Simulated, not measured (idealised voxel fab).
process module | voxel self aligned contacts
cross-section cut | 225 nm wide | cells 5 nm
A cross-section is a grid of square cells, given in bands from the top down. A band is one or more rows of cells.
Each band's line starts with the height of the band's top and of its bottom, in nm. Then come its materials from left to right, each with its width in nm. One material with "throughout" fills the band from edge to edge. "air" is empty space.
Height 0 is the level under which the wafer as received is all one material. The lowest band goes on downwards, as in "0 down".
A width such as "30 to 40" changes by the same amount from each row of cells to the next, from the band's top row to its bottom row.
"no change" after a step means that no cell of the cross-section changed.
closed voids: empty space of 8 cells or more with no open way to the top, each as width x height at its distance from the left edge, in nm
after a step's settings: what the simulator itself notes on the step
overlay nm, on a step with a mask: how far to the right of its planned place the mask lay; to the left if negative
plan
1 op RECEIVE | material Si
2 op CONFORMAL_DEP | material SiO2 | thk nm 5
3 op DIRECTIONAL_DEP | material polySi | thk nm 25
4 op DIRECTIONAL_DEP | material SiN | thk nm 15
5 op PATTERN | tone cover | mask id GATE | material resist | width nm 35 | pitch nm 60 | thk nm 15 | overlay nm 0
6 op DIRECTIONAL_ETCH | etch materials SiN | depth nm 15
7 op DIRECTIONAL_ETCH | etch materials polySi | depth nm 25
8 op STRIP | etch materials resist
9 op CONFORMAL_DEP | material SiN | thk nm 5
10 op DIRECTIONAL_ETCH | etch materials SiN | depth nm 5
11 op FILL_DEP | material SiO2 | thk nm 20
12 op CMP | height nm 55
13 op MASKED_ETCH | tone open | mask id CONTACT | width nm 35 | etch materials SiO2 | depth nm 55 | overlay nm 0
14 op CONFORMAL_DEP | material TiN | thk nm 5
15 op FILL_DEP | material Ru | thk nm 5
16 op CMP | height nm 55
17 op CONFORMAL_DEP | material SiN | thk nm 5
first wafer, as planned
as received, after step 1
  0 down: Si throughout
  closed voids: none
after step 2
  5 to 0: SiO2 throughout
  below 0: unchanged
after step 3
  30 to 5: polySi throughout
  below 5: unchanged
after step 4
  45 to 30: SiN throughout
  below 30: unchanged
after step 5
  60 to 45: air 65 | resist 35 | air 25 | resist 35 | air 65
  below 45: unchanged
after step 6
  60 to 45: air 65 | resist 35 | air 25 | resist 35 | air 65
  45 to 30: air 65 | SiN 35 | air 25 | SiN 35 | air 65
  below 30: unchanged
after step 7
  60 to 45: air 65 | resist 35 | air 25 | resist 35 | air 65
  45 to 30: air 65 | SiN 35 | air 25 | SiN 35 | air 65
  30 to 5: air 65 | polySi 35 | air 25 | polySi 35 | air 65
  below 5: unchanged
after step 8
  45 to 30: air 65 | SiN 35 | air 25 | SiN 35 | air 65
  below 30: unchanged
after step 9
  50 to 30: air 60 | SiN 45 | air 15 | SiN 45 | air 60
  30 to 10: air 60 | SiN 5 | polySi 35 | SiN 5 | air 15 | SiN 5 | polySi 35 | SiN 5 | air 60
  10 to 5: SiN 65 | polySi 35 | SiN 25 | polySi 35 | SiN 65
  below 5: unchanged
after step 10
  45 to 30: air 60 | SiN 45 | air 15 | SiN 45 | air 60
  30 to 5: air 60 | SiN 5 | polySi 35 | SiN 5 | air 15 | SiN 5 | polySi 35 | SiN 5 | air 60
  below 5: unchanged
after step 11
  65 to 45: SiO2 throughout
  45 to 30: SiO2 60 | SiN 45 | SiO2 15 | SiN 45 | SiO2 60
  30 to 5: SiO2 60 | SiN 5 | polySi 35 | SiN 5 | SiO2 15 | SiN 5 | polySi 35 | SiN 5 | SiO2 60
  below 5: unchanged
after step 12
  55 to 45: SiO2 throughout
  below 45: unchanged
after step 13
  55 to 45: SiO2 95 | air 35 | SiO2 95
  45 to 30: SiO2 60 | SiN 45 | air 15 | SiN 45 | SiO2 60
  30 to 5: SiO2 60 | SiN 5 | polySi 35 | SiN 5 | air 15 | SiN 5 | polySi 35 | SiN 5 | SiO2 60
  5 to 0: SiO2 105 | air 15 | SiO2 105
  below 0: unchanged
after step 14
  60 to 55: TiN 100 | air 25 | TiN 100
  55 to 45: SiO2 95 | TiN 5 to 15 | air 25 to 5 | TiN 5 to 15 | SiO2 95
  45 to 30: SiO2 60 | SiN 45 | TiN 5 | air 5 | TiN 5 | SiN 45 | SiO2 60
  30 to 5: SiO2 60 | SiN 5 | polySi 35 | SiN 5 | TiN 5 | air 5 | TiN 5 | SiN 5 | polySi 35 | SiN 5 | SiO2 60
  5 to 0: SiO2 105 | TiN 15 | SiO2 105
  below 0: unchanged
after step 15
  65 to 60: Ru throughout
  60 to 55: TiN 100 | Ru 25 | TiN 100
  55 to 45: SiO2 95 | TiN 5 to 15 | Ru 25 to 5 | TiN 5 to 15 | SiO2 95
  45 to 30: SiO2 60 | SiN 45 | TiN 5 | Ru 5 | TiN 5 | SiN 45 | SiO2 60
  30 to 5: SiO2 60 | SiN 5 | polySi 35 | SiN 5 | TiN 5 | Ru 5 | TiN 5 | SiN 5 | polySi 35 | SiN 5 | SiO2 60
  below 5: unchanged
after step 16
  55 to 45: SiO2 95 | TiN 5 to 15 | Ru 25 to 5 | TiN 5 to 15 | SiO2 95
  below 45: unchanged
after step 17
  60 to 55: SiN throughout
  below 55: unchanged
second wafer: like start, like plan, one mistake. Through step 2 it matches the first wafer
when step 3 should have ended
  20 to 5: SiN throughout
  below 5: unchanged
when step 4 should have ended
  45 to 20: polySi throughout
  below 20: unchanged
when step 5 should have ended
  60 to 45: air 65 | resist 35 | air 25 | resist 35 | air 65
  below 45: unchanged
when step 6 should have ended: no change
when step 7 should have ended
  60 to 45: air 65 | resist 35 | air 25 | resist 35 | air 65
  45 to 20: air 65 | polySi 35 | air 25 | polySi 35 | air 65
  below 20: unchanged
when step 8 should have ended
  45 to 20: air 65 | polySi 35 | air 25 | polySi 35 | air 65
  below 20: unchanged
when step 9 should have ended
  50 to 45: air 60 | SiN 45 | air 15 | SiN 45 | air 60
  45 to 25: air 60 | SiN 5 | polySi 35 | SiN 5 | air 15 | SiN 5 | polySi 35 | SiN 5 | air 60
  25 to 20: SiN 65 | polySi 35 | SiN 25 | polySi 35 | SiN 65
  below 20: unchanged
when step 10 should have ended
  45 to 20: air 60 | SiN 5 | polySi 35 | SiN 5 | air 15 | SiN 5 | polySi 35 | SiN 5 | air 60
  below 20: unchanged
when step 11 should have ended
  65 to 45: SiO2 throughout
  45 to 20: SiO2 60 | SiN 5 | polySi 35 | SiN 5 | SiO2 15 | SiN 5 | polySi 35 | SiN 5 | SiO2 60
  below 20: unchanged
when step 12 should have ended
  55 to 45: SiO2 throughout
  below 45: unchanged
when step 13 should have ended
  55 to 45: SiO2 95 | air 35 | SiO2 95
  45 to 20: SiO2 60 | SiN 5 | polySi 35 | SiN 5 | air 15 | SiN 5 | polySi 35 | SiN 5 | SiO2 60
  below 20: unchanged
when step 14 should have ended
  60 to 55: TiN 100 | air 25 | TiN 100
  55 to 45: SiO2 95 | TiN 5 to 15 | air 25 to 5 | TiN 5 to 15 | SiO2 95
  45 to 25: SiO2 60 | SiN 5 | polySi 35 | SiN 5 | TiN 5 | air 5 | TiN 5 | SiN 5 | polySi 35 | SiN 5 | SiO2 60
  25 to 20: SiO2 60 | SiN 5 | polySi 35 | SiN 5 | TiN 15 | SiN 5 | polySi 35 | SiN 5 | SiO2 60
  below 20: unchanged
when step 15 should have ended
  65 to 60: Ru throughout
  60 to 55: TiN 100 | Ru 25 | TiN 100
  55 to 45: SiO2 95 | TiN 5 to 15 | Ru 25 to 5 | TiN 5 to 15 | SiO2 95
  45 to 25: SiO2 60 | SiN 5 | polySi 35 | SiN 5 | TiN 5 | Ru 5 | TiN 5 | SiN 5 | polySi 35 | SiN 5 | SiO2 60
  below 25: unchanged
when step 16 should have ended
  55 to 45: SiO2 95 | TiN 5 to 15 | Ru 25 to 5 | TiN 5 to 15 | SiO2 95
  below 45: unchanged
when step 17 should have ended
  60 to 55: SiN throughout
  below 55: unchanged
what went wrong: steps 3 and 4 were swapped
at the end the second wafer has, in cells: 4 fewer of Ru | 81 more of SiN | 69 fewer of SiO2 | 8 fewer of TiN
